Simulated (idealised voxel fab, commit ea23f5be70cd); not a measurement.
Herein follows the process module entitled voxel wiring stack.
In the cross-section labelled cut, the width is 255 nm and each square cell is 5 nm.
When this document writes out a cross-section, it uses a grid of square cells and lists it as bands, beginning at the top and moving down, with a band standing for one or more rows of cells. Heights first: top, then bottom, in nm. Then materials, left to right, each with a width in nm. "everywhere" on a single material: fills the band edge to edge. "blank": empty space. The level at which height equals 0 is the one under which the wafer, as it arrives, is entirely one material. No lower edge exists for the bottom band, which continues downward and is notated as in "0 down". With a width like "30..40", each row of cells in the band differs from the next by the same amount, the top row carrying the first number and the bottom row the second. Reading "same as before" for a step: not a cell of the cross-section changed in it. Enclosed voids (no open way to top), threshold 8 cells or more, entry "Trapped void list", notation width x height at distance, distance from left edge, nm. Step line, after settings: the simulator's comment on this step. The line of a step may include "overlay nm". On a step with a mask, this value is how far to the right of its planned place the mask lay. A negative value means the mask lay to the left.
The steps planned for the process are as follows
1,op RECEIVE | material Si
2,op CONFORMAL_DEP | material SiO2 | thk nm 15
3,op DIRECTIONAL_DEP | material TiN | thk nm 5
4,op DIRECTIONAL_DEP | material W | thk nm 15
5,op DIRECTIONAL_DEP | material aC | thk nm 10
6,op PATTERN | tone cover | mask id METAL_1 | material resist | width nm 30 | pitch nm 50 | thk nm 25 | overlay nm 0
7,op DIRECTIONAL_ETCH | etch materials aC | depth nm 10
8,op STRIP | etch materials resist
9,op DIRECTIONAL_ETCH | etch materials W | depth nm 5
10,op DIRECTIONAL_ETCH | etch materials TiN | depth nm 5
11,op STRIP | etch materials aC
12,op FILL_DEP | material SiO2 | thk nm 10
13,op CMP | height nm 35
14,op CONFORMAL_DEP | material SiCN | thk nm 5
15,op DIRECTIONAL_DEP | material lowk | thk nm 10
16,op PATTERN | tone open | mask id PLUG_1 | material resist | width nm 15 | pitch nm 50 | thk nm 20 | overlay nm 0
17,op DIRECTIONAL_ETCH | etch materials lowk | depth nm 10
18,op DIRECTIONAL_ETCH | etch materials SiCN | depth nm 5
19,op STRIP | etch materials resist
20,op CONFORMAL_DEP | material TiN | thk nm 5
21,op FILL_DEP | material Ru | thk nm 5
22,op CMP | height nm 50
23,op DIRECTIONAL_DEP | material TiN | thk nm 5
24,op DIRECTIONAL_DEP | material Ru | thk nm 15
25,op DIRECTIONAL_DEP | material aC | thk nm 10
26,op PATTERN | tone cover | mask id METAL_2 | material resist | width nm 30 | pitch nm 50 | thk nm 25 | overlay nm 0
27,op DIRECTIONAL_ETCH | etch materials aC | depth nm 10
28,op STRIP | etch materials resist
29,op DIRECTIONAL_ETCH | etch materials Ru | depth nm 15
30,op DIRECTIONAL_ETCH | etch materials TiN | depth nm 5
31,op STRIP | etch materials aC
32,op CONFORMAL_DEP | material SiCN | thk nm 5
33,op FILL_DEP | material lowk | thk nm 10
34,op CMP | height nm 70
35,op CONFORMAL_DEP | material SiCN | thk nm 5
The value of depth nm given for step 9 in the plan refers to the first wafer; the wafers vary in this setting and are alike at the start.
Here's the first of the wafers in cross-section, just as we got it, i.e. after step 1
  0 down = Si everywhere
  Trapped void list: none
First wafer of several, cross-section, module end, after step 35 (last)
  75 to 70 = SiCN everywhere
  70 to 55 = lowk 30; SiCN 5; Ru 30; SiCN 5; lowk 10; SiCN 5; Ru 30; SiCN 5; lowk 10; SiCN 5; Ru 30; SiCN 5; lowk 10; SiCN 5; Ru 30; SiCN 5; lowk 35
  55 to 50 = SiCN 35; TiN 30; SiCN 20; TiN 30; SiCN 20; TiN 30; SiCN 20; TiN 30; SiCN 40
  50 to 40 = lowk 35; TiN 5; Ru 5; TiN 5; lowk 35; TiN 5; Ru 5; TiN 5; lowk 35; TiN 5; Ru 5; TiN 5; lowk 35; TiN 5; Ru 5; TiN 5; lowk 55
  40 to 35 = SiCN 35; TiN 15; SiCN 35; TiN 15; SiCN 35; TiN 15; SiCN 35; TiN 15; SiCN 55
  35 to 30 = SiO2 35; W 30; SiO2 20; W 30; SiO2 20; W 30; SiO2 20; W 30; SiO2 40
  30 to 20 = W everywhere
  20 to 15 = TiN everywhere
  15 to 0 = SiO2 everywhere
  0 down = Si everywhere
  Trapped void list: none
Module end, final wafer: cross-section
  75 to 70 = SiCN everywhere
  70 to 55 = lowk 30; SiCN 5; Ru 30; SiCN 5; lowk 10; SiCN 5; Ru 30; SiCN 5; lowk 10; SiCN 5; Ru 30; SiCN 5; lowk 10; SiCN 5; Ru 30; SiCN 5; lowk 35
  55 to 50 = SiCN 35; TiN 30; SiCN 20; TiN 30; SiCN 20; TiN 30; SiCN 20; TiN 30; SiCN 40
  50 to 40 = lowk 35; TiN 5; Ru 5; TiN 5; lowk 35; TiN 5; Ru 5; TiN 5; lowk 35; TiN 5; Ru 5; TiN 5; lowk 35; TiN 5; Ru 5; TiN 5; lowk 55
  40 to 35 = SiCN 35; TiN 15; SiCN 35; TiN 15; SiCN 35; TiN 15; SiCN 35; TiN 15; SiCN 55
  35 to 20 = SiO2 35; W 30; SiO2 20; W 30; SiO2 20; W 30; SiO2 20; W 30; SiO2 40
  20 to 15 = SiO2 35; TiN 30; SiO2 20; TiN 30; SiO2 20; TiN 30; SiO2 20; TiN 30; SiO2 40
  15 to 0 = SiO2 everywhere
  0 down = Si everywhere
  Trapped void list: none
The following table contains a row per wafer, in which are reported, at the conclusion of the module, the cells of each material gained (+) or lost (-) since the wafer's receipt, with its closed voids given thereafter
depth nm 5; +80 Ru; +141 SiCN; +180 SiO2; +103 TiN; +126 W; +135 lowk; Trapped void list: none
depth nm 10; +80 Ru; +141 SiCN; +207 SiO2; +103 TiN; +99 W; +135 lowk; Trapped void list: none
depth nm 15; +80 Ru; +141 SiCN; +261 SiO2; +76 TiN; +72 W; +135 lowk; Trapped void list: none
depth nm 20; +80 Ru; +141 SiCN; +261 SiO2; +76 TiN; +72 W; +135 lowk; Trapped void list: none
depth nm 25; +80 Ru; +141 SiCN; +261 SiO2; +76 TiN; +72 W; +135 lowk; Trapped void list: none
depth nm 30; +80 Ru; +141 SiCN; +261 SiO2; +76 TiN; +72 W; +135 lowk; Trapped void list: none
